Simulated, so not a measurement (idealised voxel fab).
The document below concerns the process module designated voxel spacer lines.
The cross-section on display is named cut; it measures 290 nm wide, and its cells are 5 nm squares.
We lay out every cross-section as a grid of square cells and spell it out in bands from the top down, where one band means one or more rows of cells. First you get the band's top height and its bottom height, in nm, and then the materials it's made of, left to right, with each width in nm. If you see a single material with "throughout", that one covers the band edge to edge. "air" is empty space. Height reference: 0 = level under which incoming wafer is all one material. Lowest band: no bottom, runs on downward, e.g. "0 nm and below". So if you see something like "30..40" for the width, read it as the top row of the band sitting at the first number and the bottom row at the second, with every row in between moving by the same amount as the last. "identical to before" after a step means that no cell of the cross-section changed. "Sealed voids": sealed empty spaces, 8 cells or more, no open way to top, listed width x height at distance, with distance from the left edge and width, height and distance in nm. Step line, after settings: the simulator's comment on this step. overlay nm: where the mask lay relative to plan, measured to the right, on steps with a mask; negatives go left.
Steps planned for the process:
| 1 | RECEIVE: material Si |
| 2 | CONFORMAL_DEP: material Al2O3, thk nm 10 |
| 3 | DIRECTIONAL_DEP: material polySi, thk nm 20 |
| 4 | DIRECTIONAL_DEP: material aC, thk nm 20 |
| 5 | PATTERN: tone cover, mask id MANDREL, material resist, width nm 20, pitch nm 70, thk nm 30, overlay nm 0 |
| 6 | DIRECTIONAL_ETCH: etch materials aC, depth nm 20 |
| 7 | STRIP: etch materials resist |
| 8 | CONFORMAL_DEP: material SiN, thk nm 15 |
| 9 | DIRECTIONAL_ETCH: etch materials SiN, depth nm 15 |
| 10 | STRIP: etch materials aC |
| 11 | DIRECTIONAL_ETCH: etch materials polySi, depth nm 20 |
| 12 | STRIP: etch materials SiN |
| 13 | FILL_DEP: material lowk, thk nm 5 |
| 14 | CMP: height nm 30 |
Cross-section, incoming material, after step 1:
  0 nm and below  Si throughout
  Sealed voids: none
Sectioned view, first of two wafers, at the close of the module, processed as intended in the plan:
  30 nm to 10 nm  lowk=85 | polySi=15 | lowk=20 | polySi=15 | lowk=20 | polySi=15 | lowk=20 | polySi=15 | lowk=85
  10 nm to 0 nm  Al2O3 throughout
  0 nm and below  Si throughout
  Sealed voids: none
Now the second wafer, cross-sectioned at the end of the module. Nothing different at the start, nothing different in the plan compared with the first, just one mistake when it was actually run:
  30 nm to 20 nm  Al2O3 throughout
  20 nm to 0 nm  polySi throughout
  0 nm and below  Si throughout
  Sealed voids: none
Finding, execution versus plan: step 2 ran in the slot meant for step 3, and vice versa
The closing comparison, in cells, has the second wafer with more or fewer of some materials than the first: lowk: 184 fewer, polySi: 184 more
